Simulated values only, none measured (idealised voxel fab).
process module | voxel tone inversion
cross-section cut | 145 nm wide | cells 5 nm
A cross-section is a grid of square cells, given in bands from the top down. A band is one or more rows of cells.
Each band's line starts with the height of the band's top and of its bottom, in nm. Then come its materials from left to right, each with its width in nm. One material with "throughout" fills the band from edge to edge. "air" is empty space.
Height 0 is the level under which the wafer as received is all one material. The lowest band goes on downwards, as in "0 down".
A width such as "30 to 40" changes by the same amount from each row of cells to the next, from the band's top row to its bottom row.
"no change" after a step means that no cell of the cross-section changed.
closed voids: empty space of 8 cells or more with no open way to the top, each as width x height at its distance from the left edge, in nm
after a step's settings: what the simulator itself notes on the step
overlay nm, on a step with a mask: how far to the right of its planned place the mask lay; to the left if negative
plan
1 op RECEIVE | material Si
2 op CONFORMAL_DEP | material SiCN | thk nm 10
3 op DIRECTIONAL_DEP | material aC | thk nm 15
4 op PATTERN | tone cover | mask id POSTS | material resist | width nm 15 | pitch nm 30 | thk nm 20 | overlay nm 0
5 op DIRECTIONAL_ETCH | etch materials aC | depth nm 15
6 op STRIP | etch materials resist
7 op FILL_DEP | material SiO2 | thk nm 5
8 op CMP | height nm 25
9 op STRIP | etch materials aC
10 op CONFORMAL_DEP | material TiN | thk nm 5
11 op FILL_DEP | material Ru | thk nm 5
12 op CMP | height nm 25
13 op CONFORMAL_DEP | material SiCN | thk nm 5
first wafer, as planned
as received, after step 1
  0 down: Si throughout
  closed voids: none
after step 2
  10 to 0: SiCN throughout
  below 0: unchanged
after step 3
  25 to 10: aC throughout
  below 10: unchanged
after step 4
  45 to 25: air 20 | resist 15 | air 15 | resist 15 | air 15 | resist 15 | air 15 | resist 15 | air 20
  below 25: unchanged
after step 5
  30 to 25: air 20 | resist 15 | air 15 | resist 15 | air 15 | resist 15 | air 15 | resist 15 | air 20
  25 to 10: air 20 | aC 15 | air 15 | aC 15 | air 15 | aC 15 | air 15 | aC 15 | air 20
  below 10: unchanged
after step 6
  25 to 10: air 20 | aC 15 | air 15 | aC 15 | air 15 | aC 15 | air 15 | aC 15 | air 20
  below 10: unchanged
after step 7
  30 to 25: SiO2 throughout
  25 to 10: SiO2 20 | aC 15 | SiO2 15 | aC 15 | SiO2 15 | aC 15 | SiO2 15 | aC 15 | SiO2 20
  below 10: unchanged
after step 8
  25 to 10: SiO2 20 | aC 15 | SiO2 15 | aC 15 | SiO2 15 | aC 15 | SiO2 15 | aC 15 | SiO2 20
  below 10: unchanged
after step 9
  25 to 10: SiO2 20 | air 15 | SiO2 15 | air 15 | SiO2 15 | air 15 | SiO2 15 | air 15 | SiO2 20
  below 10: unchanged
after step 10
  30 to 25: TiN 25 | air 5 | TiN 25 | air 5 | TiN 25 | air 5 | TiN 25 | air 5 | TiN 25
  25 to 15: SiO2 20 | TiN 5 | air 5 | TiN 5 | SiO2 15 | TiN 5 | air 5 | TiN 5 | SiO2 15 | TiN 5 | air 5 | TiN 5 | SiO2 15 | TiN 5 | air 5 | TiN 5 | SiO2 20
  15 to 10: SiO2 20 | TiN 15 | SiO2 15 | TiN 15 | SiO2 15 | TiN 15 | SiO2 15 | TiN 15 | SiO2 20
  below 10: unchanged
after step 11
  35 to 30: Ru throughout
  30 to 25: TiN 25 | Ru 5 | TiN 25 | Ru 5 | TiN 25 | Ru 5 | TiN 25 | Ru 5 | TiN 25
  25 to 15: SiO2 20 | TiN 5 | Ru 5 | TiN 5 | SiO2 15 | TiN 5 | Ru 5 | TiN 5 | SiO2 15 | TiN 5 | Ru 5 | TiN 5 | SiO2 15 | TiN 5 | Ru 5 | TiN 5 | SiO2 20
  below 15: unchanged
after step 12
  25 to 15: SiO2 20 | TiN 5 | Ru 5 | TiN 5 | SiO2 15 | TiN 5 | Ru 5 | TiN 5 | SiO2 15 | TiN 5 | Ru 5 | TiN 5 | SiO2 15 | TiN 5 | Ru 5 | TiN 5 | SiO2 20
  below 15: unchanged
after step 13
  30 to 25: SiCN throughout
  below 25: unchanged
second wafer: like start, like plan, one mistake. Through step 11 it matches the first wafer
when step 12 should have ended
  30 to 25: TiN 25 | Ru 5 | TiN 25 | Ru 5 | TiN 25 | Ru 5 | TiN 25 | Ru 5 | TiN 25
  below 25: unchanged
when step 13 should have ended
  35 to 30: SiCN throughout
  below 30: unchanged
what went wrong: step 12 ran as: op CMP | height nm 30
at the end the second wafer has, in cells: 4 more of Ru | 25 more of TiN
